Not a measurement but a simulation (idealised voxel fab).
You're looking at the process module voxel transistor to metal.
Cross-section cut spans 280 nm and uses square cells 5 nm in size.
Heads up, the way a cross-section reads in here is a grid of square cells, handed over as bands from the top down, with every band being one or more rows of cells. Heights first: top, then bottom, in nm. Then materials, left to right, each with a width in nm. "full width" on a single material: fills the band edge to edge. "blank": empty space. Height reference: 0 = level under which incoming wafer is all one material. Lowest band: no bottom, runs on downward, e.g. "0 -> down". Width: "30 to 40" (first number = top row, second number = bottom row, same change from row to row of cells). Any step labelled "no alteration" changed none of the cells in the cross-section. Closed-off voids of 8+ cells (no open route to the top) go in "Enclosed void entries", written width x height at distance from the left edge, in nm. Text after the settings on a step's line: the simulator's own remark on that step. For masked steps, "overlay nm" on the step line gives how far right of plan the mask actually lay; a minus sign means it lay to the left.
# This section lists the process steps that were planned
1. RECEIVE,material Si
2. OXIDIZE,depth nm 5
3. CONFORMAL_DEP,material SiN,thk nm 10
4. PATTERN,tone cover,mask id ACTIVE,material resist,width nm 110,pitch nm 130,thk nm 15,overlay nm 0
5. DIRECTIONAL_ETCH,etch materials SiN,depth nm 10
6. DIRECTIONAL_ETCH,etch materials SiO2,depth nm 5
7. DIRECTIONAL_ETCH,etch materials Si,depth nm 35
8. STRIP,etch materials resist
9. FILL_DEP,material SiO2,thk nm 10
10. CMP,height nm 10
11. SELECTIVE_ETCH,etch materials SiO2,depth nm 10
12. STRIP,etch materials SiN
13. SELECTIVE_ETCH,etch materials SiO2,depth nm 5
14. OXIDIZE,depth nm 5
15. DIRECTIONAL_DEP,material polySi,thk nm 25
16. DIRECTIONAL_DEP,material SiCN,thk nm 15
17. MASKED_ETCH,tone cover,mask id GATE,width nm 30,pitch nm 130,etch materials SiCN,depth nm 25,overlay nm 0
18. MASKED_ETCH,tone cover,mask id GATE,width nm 30,pitch nm 130,etch materials polySi,depth nm 35,overlay nm 0
19. CONFORMAL_DEP,material SiN,thk nm 10
20. DIRECTIONAL_ETCH,etch materials SiN,depth nm 10
21. DIRECTIONAL_ETCH,etch materials SiO2,depth nm 5
22. DIRECTIONAL_ETCH,etch materials Si,depth nm 5
23. EPI,material nSi,thk nm 5
24. FILL_DEP,material SiO2,thk nm 5
25. CMP,height nm 20
26. STRIP,etch materials polySi
27. SELECTIVE_ETCH,etch materials SiO2,depth nm 5
28. CONFORMAL_DEP,material HfO2,thk nm 5
29. CONFORMAL_DEP,material TiN,thk nm 5
30. FILL_DEP,material W,thk nm 5
31. CMP,height nm 15
32. DIRECTIONAL_DEP,material SiO2,thk nm 10
33. PATTERN,tone open,mask id CONTACT,material resist,width nm 15,thk nm 15,overlay nm 0
34. DIRECTIONAL_ETCH,etch materials SiO2,depth nm 35
35. STRIP,etch materials resist
36. CONFORMAL_DEP,material TiN,thk nm 5
37. FILL_DEP,material W,thk nm 10
38. CMP,height nm 25
39. CONFORMAL_DEP,material SiCN,thk nm 5
40. DIRECTIONAL_DEP,material lowk,thk nm 25
41. PATTERN,tone open,mask id METAL_1,material resist,width nm 15,thk nm 15,overlay nm 0
42. DIRECTIONAL_ETCH,etch materials lowk,depth nm 25
43. DIRECTIONAL_ETCH,etch materials SiCN,depth nm 5
44. STRIP,etch materials resist
45. CONFORMAL_DEP,material TiN,thk nm 5
46. FILL_DEP,material Ru,thk nm 5
47. CMP,height nm 55
48. CONFORMAL_DEP,material SiCN,thk nm 5
# The cross-section here shows the wafer as received, i.e. in its state after step 1
	0 -> down: Si full width
	Enclosed void entries: none
# End-of-module cross-section. Starting structure and process plan as above; one mistake made in running it
	60 -> 55: SiCN full width
	55 -> 30: 30 lowk  5 TiN  5 Ru  5 TiN  60 lowk  5 TiN  5 Ru  5 TiN  40 lowk  5 TiN  5 Ru  5 TiN  60 lowk  5 TiN  5 Ru  5 TiN  30 lowk
	30 -> 25: 30 SiCN  15 TiN  60 SiCN  15 TiN  40 SiCN  15 TiN  60 SiCN  15 TiN  30 SiCN
	25 -> 15: 30 SiO2  5 TiN  5 W  5 TiN  60 SiO2  5 TiN  5 W  5 TiN  40 SiO2  5 TiN  5 W  5 TiN  60 SiO2  5 TiN  5 W  5 TiN  30 SiO2
	15 -> 5: 30 SiO2  5 TiN  5 W  5 TiN  5 SiO2  10 SiN  5 HfO2  5 TiN  10 W  5 TiN  5 HfO2  10 SiN  5 SiO2  5 TiN  5 W  5 TiN  40 SiO2  5 TiN  5 W  5 TiN  5 SiO2  10 SiN  5 HfO2  5 TiN  10 W  5 TiN  5 HfO2  10 SiN  5 SiO2  5 TiN  5 W  5 TiN  30 SiO2
	5 -> 0: 30 SiO2  5 TiN  5 W  5 TiN  5 SiO2  10 SiN  5 HfO2  20 TiN  5 HfO2  10 SiN  5 SiO2  5 TiN  5 W  5 TiN  40 SiO2  5 TiN  5 W  5 TiN  5 SiO2  10 SiN  5 HfO2  20 TiN  5 HfO2  10 SiN  5 SiO2  5 TiN  5 W  5 TiN  30 SiO2
	0 -> -5: 15 SiO2  10 SiN  5 SiO2  15 TiN  5 nSi  5 SiO2  40 HfO2  5 SiO2  5 nSi  15 TiN  5 SiO2  10 SiN  10 SiO2  10 SiN  5 SiO2  15 TiN  5 nSi  5 SiO2  40 HfO2  5 SiO2  5 nSi  15 TiN  5 SiO2  10 SiN  15 SiO2
	-5 -> -10: 30 SiO2  20 nSi  50 Si  20 nSi  40 SiO2  20 nSi  50 Si  20 nSi  30 SiO2
	-10 -> -40: 20 SiO2  110 Si  20 SiO2  110 Si  20 SiO2
	-40 -> down: Si full width
	Enclosed void entries: none
Which mistake was made when the wafer was run? contrary to the plan, steps 12 and 13 were processed in exchanged order
